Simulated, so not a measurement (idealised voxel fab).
process module | voxel gate over fins
cross-section cut | 295 nm wide | cells 5 nm
A cross-section is a grid of square cells, given in bands from the top down. A band is one or more rows of cells.
Each band's line starts with the height of the band's top and of its bottom, in nm. Then come its materials from left to right, each with its width in nm. One material with "throughout" fills the band from edge to edge. "air" is empty space.
Height 0 is the level under which the wafer as received is all one material. The lowest band goes on downwards, as in "0 down".
A width such as "30 to 40" changes by the same amount from each row of cells to the next, from the band's top row to its bottom row.
"no change" after a step means that no cell of the cross-section changed.
closed voids: empty space of 8 cells or more with no open way to the top, each as width x height at its distance from the left edge, in nm
after a step's settings: what the simulator itself notes on the step
overlay nm, on a step with a mask: how far to the right of its planned place the mask lay; to the left if negative
plan
1 op RECEIVE | material Si
2 op CONFORMAL_DEP | material SiN | thk nm 10
3 op MASKED_ETCH | tone cover | mask id FINS | width nm 15 | pitch nm 40 | etch materials SiN | depth nm 10 | overlay nm -15
4 op MASKED_ETCH | tone cover | mask id FINS | width nm 15 | pitch nm 40 | etch materials Si | depth nm 35 | overlay nm 0
5 op FILL_DEP | material SiO2 | thk nm 15
6 op CMP | height nm 10
7 op SELECTIVE_ETCH | etch materials SiO2 | depth nm 25
8 op STRIP | etch materials SiN
9 op CONFORMAL_DEP | material HfO2 | thk nm 5
10 op CONFORMAL_DEP | material TiN | thk nm 5
11 op CONFORMAL_DEP | material TiAl | thk nm 5
12 op CONFORMAL_DEP | material TiN | thk nm 5
13 op FILL_DEP | material W | thk nm 10
14 op CMP | height nm 25
15 op CONFORMAL_DEP | material SiCN | thk nm 5
varied across the wafers: overlay nm of step 3. The plan shows the first wafer's value. All wafers start alike
first wafer as received, after step 1
  0 down: Si throughout
  closed voids: none
first wafer at the end, after step 15
  30 to 25: SiCN throughout
  25 to 20: W throughout
  20 to 15: W 65 | TiN 150 | W 80
  15 to 10: W 65 | TiN 5 | TiAl 140 | TiN 5 | W 80
  10 to 5: W 65 | TiN 5 | TiAl 5 | TiN 130 | TiAl 5 | TiN 5 | W 80
  5 to 0: TiN 70 | TiAl 5 | TiN 5 | HfO2 120 | TiN 5 | TiAl 5 | TiN 85
  0 to -5: TiAl 75 | TiN 5 | HfO2 5 | Si 30 | HfO2 10 | Si 30 | HfO2 10 | Si 30 | HfO2 5 | TiN 5 | TiAl 90
  -5 to -10: TiN 80 | HfO2 5 | Si 30 | HfO2 10 | Si 30 | HfO2 10 | Si 30 | HfO2 5 | TiN 95
  -10 to -15: HfO2 85 | Si 30 | HfO2 10 | Si 30 | HfO2 10 | Si 30 | HfO2 100
  -15 to -35: SiO2 85 | Si 30 | SiO2 10 | Si 30 | SiO2 10 | Si 30 | SiO2 100
  -35 down: Si throughout
  closed voids: none
last wafer at the end
  30 to 25: SiCN throughout
  25 to 20: W throughout
  20 to 15: W 80 | TiN 150 | W 65
  15 to 10: W 80 | TiN 5 | TiAl 140 | TiN 5 | W 65
  10 to 5: W 80 | TiN 5 | TiAl 5 | TiN 130 | TiAl 5 | TiN 5 | W 65
  5 to 0: TiN 85 | TiAl 5 | TiN 5 | HfO2 120 | TiN 5 | TiAl 5 | TiN 70
  0 to -5: TiAl 90 | TiN 5 | HfO2 5 | Si 30 | HfO2 10 | Si 30 | HfO2 10 | Si 30 | HfO2 5 | TiN 5 | TiAl 75
  -5 to -10: TiN 95 | HfO2 5 | Si 30 | HfO2 10 | Si 30 | HfO2 10 | Si 30 | HfO2 5 | TiN 80
  -10 to -15: HfO2 100 | Si 30 | HfO2 10 | Si 30 | HfO2 10 | Si 30 | HfO2 85
  -15 to -35: SiO2 100 | Si 30 | SiO2 10 | Si 30 | SiO2 10 | Si 30 | SiO2 85
  -35 down: Si throughout
  closed voids: none
each wafer at the end: cells of each material gained (+) or lost (-) since it was received, then its closed voids
overlay nm -15 | +77 HfO2 | -287 Si | +59 SiCN | +164 SiO2 | +65 TiAl | +130 TiN | +146 W | closed voids: none
overlay nm -10 | +77 HfO2 | -308 Si | +59 SiCN | +176 SiO2 | +65 TiAl | +136 TiN | +149 W | closed voids: none
overlay nm -5 | +77 HfO2 | -329 Si | +59 SiCN | +188 SiO2 | +65 TiAl | +142 TiN | +152 W | closed voids: none
overlay nm 0 | +77 HfO2 | -350 Si | +59 SiCN | +200 SiO2 | +71 TiAl | +142 TiN | +155 W | closed voids: none
overlay nm 5 | +77 HfO2 | -329 Si | +59 SiCN | +188 SiO2 | +65 TiAl | +142 TiN | +152 W | closed voids: none
overlay nm 10 | +77 HfO2 | -308 Si | +59 SiCN | +176 SiO2 | +65 TiAl | +136 TiN | +149 W | closed voids: none
overlay nm 15 | +77 HfO2 | -287 Si | +59 SiCN | +164 SiO2 | +65 TiAl | +130 TiN | +146 W | closed voids: none
